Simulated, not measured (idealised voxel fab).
Process module under the name voxel ribs on slabs
The width of the displayed cross-section, cut, is 175 nm; its cells are square, with a size of 5 nm.
Square cells in a grid make up a cross-section in this document, and the grid is given as bands, listed from the top down, each one or more rows of cells.
Per band: top height and bottom height in nm, followed by the left-to-right materials and their widths in nm; "full width" marks a single material spanning edge to edge, "empty" marks empty space.
Heights are reckoned from 0. Under this level, the received wafer is all of one material. The bottommost band is open-ended downward, for example "z 0 and below".
A width such as "30 to 40" changes by the same amount from each row of cells to the next, from the band's top row to its bottom row.
"no modifications" (step): cross-section cells unchanged, all of them.
Empty spaces counting at least 8 cells and having no open way to the top are listed in "Cavities, closed". The notation width x height at distance is used for each, the distance being from the left edge and all three values in nm.
Text after the settings on a step's line: the simulator's own remark on that step.
overlay nm: on a step with a mask, how far right of its planned place the mask lay; negative means left.
### The planned process steps are enumerated hereunder
1: RECEIVE, material Si
2: DIRECTIONAL_DEP, material SiO2, thk nm 30
3: DIRECTIONAL_DEP, material SiN, thk nm 20
4: MASKED_ETCH, tone cover, mask id RIB, width nm 25, etch materials SiN, depth nm 5, overlay nm 0
5: PATTERN, tone cover, mask id SLAB, material resist, width nm 85, thk nm 15, overlay nm 0
6: DIRECTIONAL_ETCH, etch materials SiN, depth nm 15
7: STRIP, etch materials resist
8: FILL_DEP, material SiO2, thk nm 20
9: CMP, height nm 60
10: DIRECTIONAL_DEP, material W, thk nm 5
11: DIRECTIONAL_DEP, material aC, thk nm 10
12: PATTERN, tone cover, mask id HEATER, material resist, width nm 35, thk nm 30, overlay nm 0
13: DIRECTIONAL_ETCH, etch materials aC, depth nm 10
14: STRIP, etch materials resist
15: DIRECTIONAL_ETCH, etch materials W, depth nm 5
16: STRIP, etch materials aC
17: CONFORMAL_DEP, material SiN, thk nm 5
### Cross-sectional view of the wafer in its as-received condition, corresponding to the state after step 1
z 0 and below | Si full width
Cavities, closed: none
### Cross-sectional result after module completion. Note: starting condition and plan are unchanged from above; one processing mistake was made
z 70 to 65 | empty=65 | SiN=45 | empty=65
z 65 to 60 | SiN=70 | W=35 | SiN=70
z 60 to 20 | SiO2 full width
z 20 to 0 | SiN full width
z 0 and below | Si full width
Cavities, closed: none
Short version of what went wrong: the executed order of steps 2 and 3 is the reverse of that specified in the plan, each step having taken the other's position
